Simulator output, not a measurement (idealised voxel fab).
Process module heading - voxel spacer lines
cross-section cut | 210 nm wide | cells 5 nm
Each cross-section below is a grid of square cells, stated as bands in top-down order, with one or more rows of cells making up each band. Within each band entry, the heights of the top and of the bottom of the band appear first, in that order and in nm; the materials of the band then follow from left to right, each with its corresponding width in nm. The designation "everywhere" on a single material indicates that it fills the band from edge to edge; the designation "empty" indicates empty space. Heights from 0 (as-received wafer is one material below). Bottom band endless downward, as "0 and below". Top row gets the first number, bottom row gets the second, and each row in between changes by the same step: that is how a band width like "30->40" works. What does "nothing was modified" mean for a step? It means no cell of the cross-section changed in that step. You'll see "Completely sealed voids" listing empty spaces that have no way open to the top, as long as they're 8 cells or more; the notation is width x height at distance, where the distance is from the left edge, and all of it is in nm. Heads up: the bit after the settings on a step's line is the simulator's remark on that step. Steps that use a mask can have "overlay nm" on their line. It says how far the mask sat to the right of where it was meant to be. Negative means to the left.

-- Set out below are the planned steps of the process
| 1 | RECEIVE | material Si |
| 2 | CONFORMAL_DEP | material Al2O3 | thk nm 10 |
| 3 | DIRECTIONAL_DEP | material W | thk nm 15 |
| 4 | DIRECTIONAL_DEP | material aC | thk nm 30 |
| 5 | PATTERN | tone cover | mask id MANDREL | material resist | width nm 15 | pitch nm 70 | thk nm 35 | overlay nm 0 |
| 6 | DIRECTIONAL_ETCH | etch materials aC | depth nm 30 |
| 7 | STRIP | etch materials resist |
| 8 | CONFORMAL_DEP | material SiO2 | thk nm 15 |
| 9 | DIRECTIONAL_ETCH | etch materials SiO2 | depth nm 15 |
| 10 | STRIP | etch materials aC |
| 11 | DIRECTIONAL_ETCH | etch materials W | depth nm 15 |
| 12 | STRIP | etch materials SiO2 |
| 13 | FILL_DEP | material lowk | thk nm 10 |
| 14 | CMP | height nm 25 |
Wafer-to-wafer difference: width nm, step 5. Common start. Plan = first wafer's value.

-- After step 1, as received: first of several wafers, cross-section
* 0 and below = Si everywhere
* Completely sealed voids: none

-- Quick look at the cross-section of the first of several wafers after step 14, which wraps up the module
* 25 down to 10 = 50 nm lowk  15 nm W  15 nm lowk  15 nm W  25 nm lowk  15 nm W  15 nm lowk  15 nm W  45 nm lowk
* 10 down to 0 = Al2O3 everywhere
* 0 and below = Si everywhere
* Completely sealed voids: none

-- Cross-section, last wafer, module completion
* 25 down to 10 = 40 nm lowk  15 nm W  35 nm lowk  15 nm W  5 nm lowk  15 nm W  35 nm lowk  15 nm W  35 nm lowk
* 10 down to 0 = Al2O3 everywhere
* 0 and below = Si everywhere
* Completely sealed voids: none

-- Where each wafer stands at the end of the module, a row apiece: cells of each material gained (+) or lost (-) since it was received, then closed voids
width nm 15, +84 Al2O3, +36 W, +90 lowk, Completely sealed voids: none
width nm 20, +84 Al2O3, +36 W, +90 lowk, Completely sealed voids: none
width nm 25, +84 Al2O3, +36 W, +90 lowk, Completely sealed voids: none
width nm 30, +84 Al2O3, +36 W, +90 lowk, Completely sealed voids: none
width nm 35, +84 Al2O3, +36 W, +90 lowk, Completely sealed voids: none
